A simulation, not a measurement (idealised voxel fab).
voxel spacer lines: a process module
The width of the displayed cross-section, cut, is 140 nm; its cells are square, with a size of 5 nm.
Reading order for cross-sections: top band down to bottom band. Underlying form: a grid of square cells. Band size: one or more rows of cells.
This entry defines a band. It first specifies the height of the band's top and the height of its bottom in nm, and then specifies the band's materials from left to right, stating each material with its width in nm. The word "full width" identifies a single material that fills the band from edge to edge, while the word "empty" identifies empty space.
It should be noted that heights are counted from 0, beneath which the wafer as supplied is of one material throughout, and that the lowest band possesses no lower boundary but continues downward, as written in "from 0 down".
The width entry "30->40" should be interpreted row by row: the top row of cells in the band takes the first number, the bottom row takes the second number, and the change between adjacent rows is uniform throughout.
Where a step carries "everything unchanged", the cross-section came out of it unchanged, cell for cell.
So "Enclosed voids" is basically the list of trapped voids: any empty space of 8 cells or more that can't reach the top through an opening. They're written width x height at distance, the distance being from the left edge, and it's all nm.
Anything after a step's settings on that line? It's the simulator's own note about the step.
A step's line can hold "overlay nm"; with a mask on that step, the setting says how far right of the planned place the mask lay, while a negative setting says it lay to the left.
-- Steps planned for the process
1,RECEIVE: material Si
2,CONFORMAL_DEP: material SiO2, thk nm 5
3,DIRECTIONAL_DEP: material W, thk nm 20
4,DIRECTIONAL_DEP: material aC, thk nm 30
5,PATTERN: tone cover, mask id MANDREL, material resist, width nm 25, pitch nm 80, thk nm 40, overlay nm 0
6,DIRECTIONAL_ETCH: etch materials aC, depth nm 30
7,STRIP: etch materials resist
8,CONFORMAL_DEP: material SiN, thk nm 15
9,DIRECTIONAL_ETCH: etch materials SiN, depth nm 15
10,STRIP: etch materials aC
11,DIRECTIONAL_ETCH: etch materials W, depth nm 20
12,STRIP: etch materials SiN
13,FILL_DEP: material SiO2, thk nm 5
14,CMP: height nm 25
-- As-received state of the wafer in cross-section, equivalent to post-step 1
- from 0 down | Si full width
- Enclosed voids: none
-- Sectioned view, first of two wafers, at the close of the module, processed as intended in the plan
- from 25 to 5 | W 15 nm, SiO2 25 nm, W 15 nm, SiO2 25 nm, W 15 nm, SiO2 25 nm, W 15 nm, SiO2 5 nm
- from 5 to 0 | SiO2 full width
- from 0 down | Si full width
- Enclosed voids: none
-- This cross-section belongs to the second wafer of two at the end of the module; the start and the plan were shared with the first, and the run included one mistake
- from 25 to 5 | SiO2 5 nm, W 15 nm, SiO2 15 nm, W 15 nm, SiO2 35 nm, W 15 nm, SiO2 15 nm, W 15 nm, SiO2 10 nm
- from 5 to 0 | SiO2 full width
- from 0 down | Si full width
- Enclosed voids: none
Here's what went sideways: step 5 deviated from plan and actually ran as PATTERN: tone cover, mask id MANDREL, material resist, width nm 15, pitch nm 80, thk nm 40, overlay nm 0
By the end, you'd get the same cell count for each material on either wafer, but the second wafer puts them somewhere else.
